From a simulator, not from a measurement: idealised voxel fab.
process module | voxel wiring stack
cross-section cut | 195 nm wide | cells 5 nm
A cross-section is a grid of square cells, given in bands from the top down. A band is one or more rows of cells.
Each band's line starts with the height of the band's top and of its bottom, in nm. Then come its materials from left to right, each with its width in nm. One material with "throughout" fills the band from edge to edge. "air" is empty space.
Height 0 is the level under which the wafer as received is all one material. The lowest band goes on downwards, as in "0 down".
A width such as "30 to 40" changes by the same amount from each row of cells to the next, from the band's top row to its bottom row.
"no change" after a step means that no cell of the cross-section changed.
closed voids: empty space of 8 cells or more with no open way to the top, each as width x height at its distance from the left edge, in nm
after a step's settings: what the simulator itself notes on the step
overlay nm, on a step with a mask: how far to the right of its planned place the mask lay; to the left if negative
plan
1 op RECEIVE | material Si
2 op CONFORMAL_DEP | material SiO2 | thk nm 10
3 op CONFORMAL_DEP | material SiCN | thk nm 5
4 op DIRECTIONAL_DEP | material lowk | thk nm 20
5 op MASKED_ETCH | tone open | mask id METAL_1 | width nm 25 | pitch nm 45 | etch materials lowk | depth nm 20 | overlay nm 0
6 op MASKED_ETCH | tone open | mask id METAL_1 | width nm 25 | pitch nm 45 | etch materials SiCN | depth nm 5 | overlay nm 0
7 op CONFORMAL_DEP | material TiN | thk nm 5
8 op FILL_DEP | material Ru | thk nm 5
9 op CMP | height nm 35
10 op CONFORMAL_DEP | material SiCN | thk nm 5
11 op DIRECTIONAL_DEP | material SiO2 | thk nm 35
12 op MASKED_ETCH | tone open | mask id METAL_2_HOLES | width nm 15 | pitch nm 45 | etch materials SiO2 | depth nm 35 | overlay nm 0
13 op DIRECTIONAL_DEP | material aC | thk nm 15
14 op PATTERN | tone open | mask id METAL_2 | material resist | width nm 25 | pitch nm 45 | thk nm 30 | overlay nm 0
15 op DIRECTIONAL_ETCH | etch materials aC | depth nm 15
16 op STRIP | etch materials resist
17 op DIRECTIONAL_ETCH | etch materials SiO2 | depth nm 20
18 op DIRECTIONAL_ETCH | etch materials SiCN | depth nm 5
19 op STRIP | etch materials aC
20 op CONFORMAL_DEP | material TiN | thk nm 5
21 op FILL_DEP | material Cu | thk nm 5
22 op CMP | height nm 75
23 op CONFORMAL_DEP | material SiCN | thk nm 5
24 op DIRECTIONAL_DEP | material SiO2 | thk nm 10
25 op DIRECTIONAL_DEP | material aC | thk nm 10
26 op PATTERN | tone open | mask id PLUG_2 | material resist | width nm 15 | pitch nm 90 | thk nm 25 | overlay nm 0
27 op DIRECTIONAL_ETCH | etch materials aC | depth nm 10
28 op STRIP | etch materials resist
29 op DIRECTIONAL_ETCH | etch materials SiO2 | depth nm 10
30 op DIRECTIONAL_ETCH | etch materials SiCN | depth nm 5
31 op STRIP | etch materials aC
32 op CONFORMAL_DEP | material TiN | thk nm 5
33 op FILL_DEP | material Cu | thk nm 5
34 op CMP | height nm 90
35 op DIRECTIONAL_DEP | material TiN | thk nm 5
36 op DIRECTIONAL_DEP | material W | thk nm 20
37 op MASKED_ETCH | tone cover | mask id METAL_3 | width nm 25 | pitch nm 45 | etch materials W | depth nm 20 | overlay nm 0
38 op MASKED_ETCH | tone cover | mask id METAL_3 | width nm 25 | pitch nm 45 | etch materials TiN | depth nm 5 | overlay nm 0
39 op CONFORMAL_DEP | material SiCN | thk nm 5
40 op FILL_DEP | material SiO2 | thk nm 10
41 op CMP | height nm 115
42 op CONFORMAL_DEP | material SiN | thk nm 5
as received, after step 1
  0 down: Si throughout
  closed voids: none
a wafer at the end: this start, this plan, one mistake
  120 to 115: SiN throughout
  115 to 95: SiO2 35 | SiCN 5 | W 25 | SiCN 5 | SiO2 10 | SiCN 5 | W 25 | SiCN 5 | SiO2 10 | SiCN 5 | W 25 | SiCN 5 | SiO2 35
  95 to 90: SiCN 40 | TiN 25 | SiCN 20 | TiN 25 | SiCN 20 | TiN 25 | SiCN 40
  90 to 80: SiO2 40 | TiN 5 | Cu 5 | TiN 5 | SiO2 75 | TiN 5 | Cu 5 | TiN 5 | SiO2 50
  80 to 75: SiCN 40 | TiN 15 | SiCN 75 | TiN 15 | SiCN 50
  75 to 60: SiO2 40 | TiN 5 | Cu 15 | TiN 5 | SiO2 20 | TiN 5 | Cu 15 | TiN 5 | SiO2 20 | TiN 5 | Cu 15 | TiN 5 | SiO2 40
  60 to 55: SiO2 40 | TiN 5 | Cu 5 | TiN 15 | SiO2 20 | TiN 5 | Cu 5 | TiN 15 | SiO2 20 | TiN 5 | Cu 5 | TiN 15 | SiO2 40
  55 to 40: SiO2 40 | TiN 5 | Cu 5 | TiN 5 | SiO2 30 | TiN 5 | Cu 5 | TiN 5 | SiO2 30 | TiN 5 | Cu 5 | TiN 5 | SiO2 50
  40 to 35: SiCN 40 | TiN 15 | SiCN 30 | TiN 15 | SiCN 30 | TiN 15 | SiCN 50
  35 to 20: Ru 35 | TiN 5 | lowk 25 | TiN 5 | Ru 10 | TiN 5 | lowk 25 | TiN 5 | Ru 10 | TiN 5 | lowk 25 | TiN 5 | Ru 35
  20 to 15: TiN 40 | lowk 25 | TiN 20 | lowk 25 | TiN 20 | lowk 25 | TiN 40
  15 to 10: SiCN throughout
  10 to 0: SiO2 throughout
  0 down: Si throughout
  closed voids: none
what went wrong: step 5 ran as: op MASKED_ETCH | tone cover | mask id METAL_1 | width nm 25 | pitch nm 45 | etch materials lowk | depth nm 20 | overlay nm 0
